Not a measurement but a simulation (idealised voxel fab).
Documented hereafter: the process module known as voxel wiring stack.
Each square cell in cross-section cut measures 5 nm, and the section as a whole is 200 nm wide.
A cross-section is written here as square cells arranged in a grid, and it is given in bands from the top down, each band taking up one or more rows of cells. Each band's line starts with the height of the band's top and of its bottom, in nm. Then come its materials from left to right, each with its width in nm. One material with "everywhere" fills the band from edge to edge. "blank" is empty space. Heads up on the height convention: 0 is the point under which the incoming wafer is all one material, and the lowest band has no bottom, it just keeps going down, like "z 0 and below". It should be noted that a width expressed as "30->40" varies in equal increments from row to row of cells within the band, taking the value of the first number at the top row and that of the second number at the bottom row. Take "no change" at face value: in the step it is given for, the cross-section changed in none of its cells. What "Closed cavity list" gives you is every empty space of 8 cells or more that is cut off from the top. Each appears as width x height at distance, with the distance taken from the left edge and width, height and distance all in nm. Read whatever lies past the settings on a step's line as the simulator's own remark about the step. "overlay nm", when on a step's line for a step with a mask, measures how far to the right of its planned place the mask lay; a negative measure means to the left.
**Set out below are the planned steps of the process**
| 1 | RECEIVE,material Si |
| 2 | CONFORMAL_DEP,material SiO2,thk nm 15 |
| 3 | DIRECTIONAL_DEP,material TiN,thk nm 5 |
| 4 | DIRECTIONAL_DEP,material Ru,thk nm 20 |
| 5 | MASKED_ETCH,tone cover,mask id METAL_1,width nm 30,pitch nm 60,etch materials Ru,depth nm 20,overlay nm 0 |
| 6 | MASKED_ETCH,tone cover,mask id METAL_1,width nm 30,pitch nm 60,etch materials TiN,depth nm 5,overlay nm 0 |
| 7 | CONFORMAL_DEP,material SiCN,thk nm 5 |
| 8 | FILL_DEP,material SiO2,thk nm 5 |
| 9 | CMP,height nm 40 |
| 10 | CONFORMAL_DEP,material SiCN,thk nm 5 |
| 11 | DIRECTIONAL_DEP,material lowk,thk nm 30 |
| 12 | PATTERN,tone open,mask id METAL_2_HOLES,material resist,width nm 15,pitch nm 60,thk nm 20,overlay nm 0 |
| 13 | DIRECTIONAL_ETCH,etch materials lowk,depth nm 30 |
| 14 | STRIP,etch materials resist |
| 15 | MASKED_ETCH,tone open,mask id METAL_2,width nm 30,pitch nm 60,etch materials lowk,depth nm 20,overlay nm 0 |
| 16 | MASKED_ETCH,tone open,mask id METAL_2,width nm 30,pitch nm 60,etch materials SiCN,depth nm 5,overlay nm 0 |
| 17 | CONFORMAL_DEP,material TiN,thk nm 5 |
| 18 | FILL_DEP,material Cu,thk nm 10 |
| 19 | CMP,height nm 75 |
| 20 | CONFORMAL_DEP,material SiCN,thk nm 5 |
| 21 | DIRECTIONAL_DEP,material lowk,thk nm 35 |
| 22 | MASKED_ETCH,tone open,mask id METAL_3,width nm 30,pitch nm 60,etch materials lowk,depth nm 20,overlay nm 0 |
| 23 | MASKED_ETCH,tone open,mask id METAL_3_HOLES,width nm 15,etch materials lowk,depth nm 15,overlay nm 0 |
| 24 | MASKED_ETCH,tone open,mask id METAL_3_HOLES,width nm 15,etch materials SiCN,depth nm 5,overlay nm 0 |
| 25 | CONFORMAL_DEP,material TiN,thk nm 5 |
| 26 | FILL_DEP,material Ru,thk nm 10 |
| 27 | CMP,height nm 115 |
| 28 | CONFORMAL_DEP,material SiCN,thk nm 5 |
**Incoming wafer in cross-section (state: after step 1)**
> z 0 and below  Si everywhere
> Closed cavity list: none
**As-planned run: cross-section of the first of two wafers at end of module**
> z 120 to 115  SiCN everywhere
> z 115 to 100  lowk 55 nm  TiN 5 nm  Ru 20 nm  TiN 5 nm  lowk 30 nm  TiN 5 nm  Ru 20 nm  TiN 5 nm  lowk 55 nm
> z 100 to 95  lowk 55 nm  TiN 5 nm  Ru 5 nm  TiN 20 nm  lowk 30 nm  TiN 30 nm  lowk 55 nm
> z 95 to 80  lowk 55 nm  TiN 5 nm  Ru 5 nm  TiN 5 nm  lowk 130 nm
> z 80 to 75  SiCN 55 nm  TiN 15 nm  SiCN 130 nm
> z 75 to 60  lowk 55 nm  TiN 5 nm  Cu 20 nm  TiN 5 nm  lowk 30 nm  TiN 5 nm  Cu 20 nm  TiN 5 nm  lowk 55 nm
> z 60 to 55  lowk 55 nm  TiN 5 nm  Cu 5 nm  TiN 20 nm  lowk 30 nm  TiN 5 nm  Cu 5 nm  TiN 20 nm  lowk 55 nm
> z 55 to 45  lowk 55 nm  TiN 5 nm  Cu 5 nm  TiN 5 nm  lowk 45 nm  TiN 5 nm  Cu 5 nm  TiN 5 nm  lowk 70 nm
> z 45 to 40  SiCN 55 nm  TiN 15 nm  SiCN 45 nm  TiN 15 nm  SiCN 70 nm
> z 40 to 20  SiO2 50 nm  SiCN 5 nm  Ru 30 nm  SiCN 5 nm  SiO2 20 nm  SiCN 5 nm  Ru 30 nm  SiCN 5 nm  SiO2 50 nm
> z 20 to 15  SiCN 55 nm  TiN 30 nm  SiCN 30 nm  TiN 30 nm  SiCN 55 nm
> z 15 to 0  SiO2 everywhere
> z 0 and below  Si everywhere
> Closed cavity list: none
**Cross-sectional image of the second wafer of the two following completion of the module. Starting state and process plan were the same as for the first wafer; one execution error occurred**
> z 120 to 115  SiCN everywhere
> z 115 to 100  lowk 55 nm  TiN 5 nm  Ru 20 nm  TiN 5 nm  lowk 30 nm  TiN 5 nm  Ru 20 nm  TiN 5 nm  lowk 55 nm
> z 100 to 95  lowk 55 nm  TiN 5 nm  Ru 5 nm  TiN 20 nm  lowk 30 nm  TiN 30 nm  lowk 55 nm
> z 95 to 80  lowk 55 nm  TiN 5 nm  Ru 5 nm  TiN 5 nm  lowk 130 nm
> z 80 to 75  SiCN 55 nm  TiN 15 nm  SiCN 130 nm
> z 75 to 60  lowk 55 nm  TiN 5 nm  Cu 20 nm  TiN 5 nm  lowk 30 nm  TiN 5 nm  Cu 20 nm  TiN 5 nm  lowk 55 nm
> z 60 to 55  lowk 55 nm  TiN 5 nm  Cu 5 nm  TiN 20 nm  lowk 30 nm  TiN 5 nm  Cu 5 nm  TiN 20 nm  lowk 55 nm
> z 55 to 45  lowk 55 nm  TiN 5 nm  Cu 5 nm  TiN 5 nm  lowk 45 nm  TiN 5 nm  Cu 5 nm  TiN 5 nm  lowk 70 nm
> z 45 to 35  SiCN 55 nm  TiN 15->30 nm  SiCN 45->30 nm  TiN 15->30 nm  SiCN 70->55 nm
> z 35 to 15  Ru everywhere
> z 15 to 0  SiO2 everywhere
> z 0 and below  Si everywhere
> Closed cavity list: none
Nonconformance to the process plan: sequence error: steps 3 and 4 interchanged
Heads up, by the end the second wafer has more or fewer cells of some materials compared to the first: 112 more of Ru, 16 fewer of SiCN, 96 fewer of SiO2
